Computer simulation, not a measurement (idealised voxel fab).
This section sets out a process module, namely voxel self aligned contacts.
cross-section cut | 225 nm wide | cells 5 nm
Just so we're on the same page, the cross-sections are grids of square cells, and they're listed out in bands top to bottom, each band one or more rows deep.
Top height, bottom height, nm. Materials left to right, width each, nm. Single material + "edge to edge" = fills band edge to edge. "air" = empty.
Convention: height 0 is the level below which the wafer, as received, is all one material. The lowest band does not terminate at the bottom but continues downward, represented as "0..down".
The two numbers in a width such as "30 to 40" mark its ends across the band: the first belongs to the top row of cells, the second to the bottom row, and from each row to the next the width moves by the same amount.
Given "no change" for a step, no cell of the cross-section differs between before and after that step.
"Completely sealed voids" - sealed voids, min. 8 cells, no opening to top; format: width x height at distance (distance from left edge; nm throughout).
The remark found on a step's line after its settings is issued by the simulator itself and pertains to that step.
When a step includes a mask, the "overlay nm" setting on its line states how far to the right of its planned place that mask lay, and negative values state how far to the left.
-- List of planned process steps
step 1: RECEIVE, material Si
step 2: OXIDIZE, depth nm 5
step 3: DIRECTIONAL_DEP, material polySi, thk nm 30
step 4: DIRECTIONAL_DEP, material SiN, thk nm 25
step 5: MASKED_ETCH, tone cover, mask id GATE, width nm 30, pitch nm 75, etch materials SiN, depth nm 25, overlay nm 0
step 6: MASKED_ETCH, tone cover, mask id GATE, width nm 30, pitch nm 75, etch materials polySi, depth nm 30, overlay nm 0
step 7: CONFORMAL_DEP, material SiN, thk nm 10
step 8: DIRECTIONAL_ETCH, etch materials SiN, depth nm 10
step 9: FILL_DEP, material SiO2, thk nm 10
step 10: CMP, height nm 60
step 11: PATTERN, tone open, mask id CONTACT, material resist, width nm 55, pitch nm 75, thk nm 15, overlay nm 0
step 12: DIRECTIONAL_ETCH, etch materials SiO2, depth nm 65
step 13: STRIP, etch materials resist
step 14: CONFORMAL_DEP, material TiN, thk nm 5
step 15: FILL_DEP, material Ru, thk nm 5
step 16: CMP, height nm 60
step 17: CONFORMAL_DEP, material SiCN, thk nm 5
-- The cross-section here shows the wafer as received, i.e. in its state after step 1
> 0..down = Si edge to edge
> Completely sealed voids: none
-- The plan above was carried out on the starting structure above with one mistake, and this cross-section shows the wafer at the end of the module
> 65..60 = SiCN edge to edge
> 60..55 = 45 SiO2, 20 TiN, 15 Ru, 20 TiN, 20 SiO2, 20 TiN, 15 Ru, 20 TiN, 50 SiO2
> 55..35 = 10 SiO2, 50 SiN, 5 TiN, 15 Ru, 5 TiN, 50 SiN, 5 TiN, 15 Ru, 5 TiN, 50 SiN, 15 SiO2
> 35..30 = 10 SiO2, 50 SiN, 25 TiN, 50 SiN, 25 TiN, 50 SiN, 15 SiO2
> 30..0 = TiN edge to edge
> 0..-5 = SiO2 edge to edge
> -5..down = Si edge to edge
> Completely sealed voids: none
Plan not followed: step 3 changed vs plan, executed as DIRECTIONAL_DEP, material TiN, thk nm 30
